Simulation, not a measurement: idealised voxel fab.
Process module name: voxel capacitor over wiring
For reference, the cross-section in this document is cut, with width 250 nm and square cells of 5 nm.
Cross-section spec: square-cell grid; bands listed top down; each band is one or more rows.
It is stipulated that each band's entry specify, in nanometres, the height of the top of the band and then that of its bottom, followed by the materials of the band in left-to-right sequence, each together with its width in nanometres. A single material marked by the word "throughout" is understood to fill the band from edge to edge; the word "empty" is understood to denote empty space.
The reference from which all heights are counted is 0, the level beneath which the as-received wafer is entirely one material; the lowest band, having no lower bound, proceeds downward and is written after the example "top 0, no bottom".
Width "30->40": first value at the band's top row of cells, second value at its bottom row, equal change from row to row.
Reading "no alteration" for a step: not a cell of the cross-section changed in it.
Entry "Closed void roster" = empty spaces >= 8 cells with no open way to the top; each as width x height at distance, distance from left edge, all nm.
On each step's line, the part that comes after the settings is the simulator's own comment on the step.
overlay nm: step with mask; distance mask lay right of planned place; negative value = left of planned place.

So here's the lineup of process steps we planned
1. RECEIVE [material Si]
2. CONFORMAL_DEP [material SiO2] [thk nm 10]
3. DIRECTIONAL_DEP [material TiN] [thk nm 5]
4. DIRECTIONAL_DEP [material Ru] [thk nm 25]
5. PATTERN [tone cover] [mask id METAL_1] [material resist] [width nm 30] [pitch nm 80] [thk nm 20] [overlay nm 0]
6. DIRECTIONAL_ETCH [etch materials Ru] [depth nm 25]
7. DIRECTIONAL_ETCH [etch materials TiN] [depth nm 5]
8. STRIP [etch materials resist]
9. CONFORMAL_DEP [material SiN] [thk nm 5]
10. FILL_DEP [material SiO2] [thk nm 10]
11. CMP [height nm 40]
12. CONFORMAL_DEP [material SiCN] [thk nm 5]
13. DIRECTIONAL_DEP [material SiO2] [thk nm 15]
14. PATTERN [tone open] [mask id PLUG_1] [material resist] [width nm 15] [thk nm 20] [overlay nm 0]
15. DIRECTIONAL_ETCH [etch materials SiO2] [depth nm 15]
16. DIRECTIONAL_ETCH [etch materials SiCN] [depth nm 5]
17. STRIP [etch materials resist]
18. CONFORMAL_DEP [material TiN] [thk nm 5]
19. FILL_DEP [material Cu] [thk nm 5]
20. CMP [height nm 60]
21. DIRECTIONAL_DEP [material TiN] [thk nm 5]
22. DIRECTIONAL_DEP [material SiN] [thk nm 5]
23. DIRECTIONAL_DEP [material TiN] [thk nm 10]
24. PATTERN [tone cover] [mask id UPPER_PLATE] [material resist] [width nm 55] [thk nm 20] [overlay nm 0]
25. DIRECTIONAL_ETCH [etch materials TiN] [depth nm 10]
26. DIRECTIONAL_ETCH [etch materials SiN] [depth nm 5]
27. STRIP [etch materials resist]
28. PATTERN [tone cover] [mask id LOWER_PLATE] [material resist] [width nm 65] [thk nm 15] [overlay nm 0]
29. DIRECTIONAL_ETCH [etch materials TiN] [depth nm 5]
30. STRIP [etch materials resist]
31. FILL_DEP [material SiO2] [thk nm 20]
32. CMP [height nm 95]
33. DIRECTIONAL_DEP [material aC] [thk nm 15]
34. PATTERN [tone open] [mask id PLUG_2] [material resist] [width nm 15] [thk nm 35] [overlay nm 0]
35. DIRECTIONAL_ETCH [etch materials aC] [depth nm 15]
36. STRIP [etch materials resist]
37. DIRECTIONAL_ETCH [etch materials SiO2] [depth nm 15]
38. STRIP [etch materials aC]
39. CONFORMAL_DEP [material TiN] [thk nm 5]
40. FILL_DEP [material W] [thk nm 10]
41. CMP [height nm 95]
42. CONFORMAL_DEP [material SiN] [thk nm 5]
Across this set of wafers, the varied parameter is the width nm of step 14. Starting conditions are identical for every wafer, and the plan reports the value assigned to the first wafer.

First wafer as received, after step 1
* top 0, no bottom  Si throughout
* Closed void roster: none

What follows is a table in which each wafer occupies a row; for the wafer as it stands at the close of the module, the row states, material by material, how many cells have been gained (+) or lost (-) since receipt, and then gives its closed voids
width nm 15, +3 Cu, +60 Ru, +47 SiCN, +119 SiN, +706 SiO2, +63 TiN, +2 W, Closed void roster: none
width nm 20, +6 Cu, +60 Ru, +46 SiCN, +119 SiN, +703 SiO2, +64 TiN, +2 W, Closed void roster: none
width nm 25, +9 Cu, +60 Ru, +45 SiCN, +119 SiN, +700 SiO2, +65 TiN, +2 W, Closed void roster: none
width nm 30, +12 Cu, +60 Ru, +44 SiCN, +119 SiN, +697 SiO2, +66 TiN, +2 W, Closed void roster: none
